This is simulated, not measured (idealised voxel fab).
Process module in this document: voxel spacer lines
FYI the section here is cut, 195 nm wide, cells are 5 nm squares.
Heads up, the way a cross-section reads in here is a grid of square cells, handed over as bands from the top down, with every band being one or more rows of cells.
The band entry comprises the height of the band's top followed by the height of its bottom, expressed in nm, and subsequently the band's materials from left to right, each stated together with its width in nm. Where a single material is marked with the word "throughout", that material fills the band from edge to edge. The word "empty" represents empty space.
Below 0: as-received wafer, all one material; heights counted from there. Lowest band: no bottom, goes on down, written "0..down".
It should be noted that a width expressed as "30..40" varies in equal increments from row to row of cells within the band, taking the value of the first number at the top row and that of the second number at the bottom row.
You'll sometimes find "stayed the same" written for a step, and that's the way of saying that nowhere in the cross-section did a cell change during that step.
Closed empty spaces (no open way to the top) of 8 cells or more are what "Sealed-off cavities" lists, each as width x height at distance from the left edge, nm for all three.
Note: text after step settings on the step line = simulator remark on that step.
On any step carrying a mask, the "overlay nm" setting, if present on the step's line, tells how far right of its planned place the mask lay; negative values point to the left.

Planned process steps:
1: RECEIVE | material Si
2: CONFORMAL_DEP | material Al2O3 | thk nm 5
3: DIRECTIONAL_DEP | material TiN | thk nm 15
4: DIRECTIONAL_DEP | material polySi | thk nm 30
5: PATTERN | tone cover | mask id MANDREL | material resist | width nm 20 | pitch nm 70 | thk nm 35 | overlay nm 0
6: DIRECTIONAL_ETCH | etch materials polySi | depth nm 30
7: STRIP | etch materials resist
8: CONFORMAL_DEP | material SiO2 | thk nm 15
9: DIRECTIONAL_ETCH | etch materials SiO2 | depth nm 15
10: STRIP | etch materials polySi
11: DIRECTIONAL_ETCH | etch materials TiN | depth nm 15
12: STRIP | etch materials SiO2

The cross-section here shows the wafer as received, i.e. in its state after step 1:
> 0..down: Si throughout
> Sealed-off cavities: none

Wafer cross-section at end of module: start and plan as shown above, one execution error:
> 35..5: polySi throughout
> 5..0: Al2O3 throughout
> 0..down: Si throughout
> Sealed-off cavities: none
Deviation from plan: steps 3 and 4 got flipped, so each one ran where the other should have
